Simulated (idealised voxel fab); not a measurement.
Process module in this document: voxel air gaps
Section cut is 250 nm wide and gridded with 5 nm square cells.
Cross-section, as written here: a square-cell grid given band by band from the top down, where a band holds one or more rows of cells.
Top, bottom (nm), then materials left to right with widths (nm); lone material tagged "all across" fills the whole band edge to edge; "empty" = empty space.
For the purposes of this specification, 0 denotes the height below which the wafer in its as-received condition is composed wholly of one material, and the lowermost band, lacking a lower limit, extends downward without end, as expressed in "0 down".
Top row gets the first number, bottom row gets the second, and each row in between changes by the same step: that is how a band width like "30->40" works.
Where a step carries "nothing changed", the cross-section came out of it unchanged, cell for cell.
This entry, "Fully closed voids", enumerates those empty regions of no fewer than 8 cells that possess no open connection to the top. Each region is reported in the form width x height at distance, the distance being taken from the left edge, with all three quantities expressed in nm.
Text after the settings on a step's line: the simulator's own remark on that step.
The optional step-line setting "overlay nm" applies to steps with a mask and quantifies how far to the right of its planned location the mask lay, a negative value indicating leftward placement.
The steps planned for the process are as follows:
| 1 | RECEIVE [material Si] |
| 2 | CONFORMAL_DEP [material SiO2] [thk nm 15] |
| 3 | CONFORMAL_DEP [material SiCN] [thk nm 5] |
| 4 | DIRECTIONAL_DEP [material SiO2] [thk nm 30] |
| 5 | MASKED_ETCH [tone open] [mask id LINES] [width nm 20] [pitch nm 50] [etch materials SiO2] [depth nm 30] [overlay nm 0] |
| 6 | CONFORMAL_DEP [material TiN] [thk nm 5] |
| 7 | FILL_DEP [material W] [thk nm 10] |
| 8 | CMP [height nm 50] |
| 9 | EPI [material Ru] [thk nm 10] |
| 10 | SELECTIVE_ETCH [etch materials SiO2] [depth nm 40] |
| 11 | CONFORMAL_DEP [material SiCN] [thk nm 5] |
varied across the wafers: thk nm of step 3. The plan shows the first wafer's value. All wafers start alike
First wafer of several, as received: cross-section after step 1:
0 down  Si all across
Fully closed voids: none
Depicted here is the first of several wafers in cross-section, at module completion following the last step, step 11:
65 to 60  empty 25; SiCN 200; empty 25
60 to 50  empty 25; SiCN 5; Ru 40; SiCN 10; Ru 40; SiCN 10; Ru 40; SiCN 10; Ru 40; SiCN 5; empty 25
50 to 45  empty 25; SiCN 15; TiN 5; W 10; TiN 5; SiCN 30; TiN 5; W 10; TiN 5; SiCN 30; TiN 5; W 10; TiN 5; SiCN 30; TiN 5; W 10; TiN 5; SiCN 15; empty 25
45 to 25  empty 35; SiCN 5; TiN 5; W 10; TiN 5; SiCN 5; empty 20; SiCN 5; TiN 5; W 10; TiN 5; SiCN 5; empty 20; SiCN 5; TiN 5; W 10; TiN 5; SiCN 5; empty 20; SiCN 5; TiN 5; W 10; TiN 5; SiCN 5; empty 35
25 to 20  SiCN 40; TiN 20; SiCN 30; TiN 20; SiCN 30; TiN 20; SiCN 30; TiN 20; SiCN 40
20 to 15  SiCN all across
15 to 0  SiO2 all across
0 down  Si all across
Fully closed voids: 20 x 20 at 65; 20 x 20 at 115; 20 x 20 at 165
The module's end: a cross-section of the last wafer:
65 to 60  empty 25; SiCN 200; empty 25
60 to 50  empty 25; SiCN 5; Ru 40; SiCN 10; Ru 40; SiCN 10; Ru 40; SiCN 10; Ru 40; SiCN 5; empty 25
50 to 45  empty 25; SiCN 15; TiN 5; W 10; TiN 5; SiCN 30; TiN 5; W 10; TiN 5; SiCN 30; TiN 5; W 10; TiN 5; SiCN 30; TiN 5; W 10; TiN 5; SiCN 15; empty 25
45 to 40  empty 35; SiCN 5; TiN 5; W 10; TiN 5; SiCN 5; empty 20; SiCN 5; TiN 5; W 10; TiN 5; SiCN 5; empty 20; SiCN 5; TiN 5; W 10; TiN 5; SiCN 5; empty 20; SiCN 5; TiN 5; W 10; TiN 5; SiCN 5; empty 35
40 to 35  SiCN 40; TiN 20; SiCN 30; TiN 20; SiCN 30; TiN 20; SiCN 30; TiN 20; SiCN 40
35 to 15  SiCN all across
15 to 0  SiO2 all across
0 down  Si all across
Fully closed voids: none
Wafer rows; end of module; cells per material since receipt: (+) gained, (-) lost; then closed voids:
thk nm 5; +64 Ru; +196 SiCN; +150 SiO2; +56 TiN; +40 W; Fully closed voids: 20 x 20 at 65; 20 x 20 at 115; 20 x 20 at 165
thk nm 10; +64 Ru; +238 SiCN; +150 SiO2; +48 TiN; +32 W; Fully closed voids: 20 x 15 at 65; 20 x 15 at 115; 20 x 15 at 165
thk nm 15; +64 Ru; +280 SiCN; +150 SiO2; +40 TiN; +24 W; Fully closed voids: 20 x 10 at 65; 20 x 10 at 115; 20 x 10 at 165
thk nm 20; +64 Ru; +322 SiCN; +150 SiO2; +32 TiN; +16 W; Fully closed voids: none
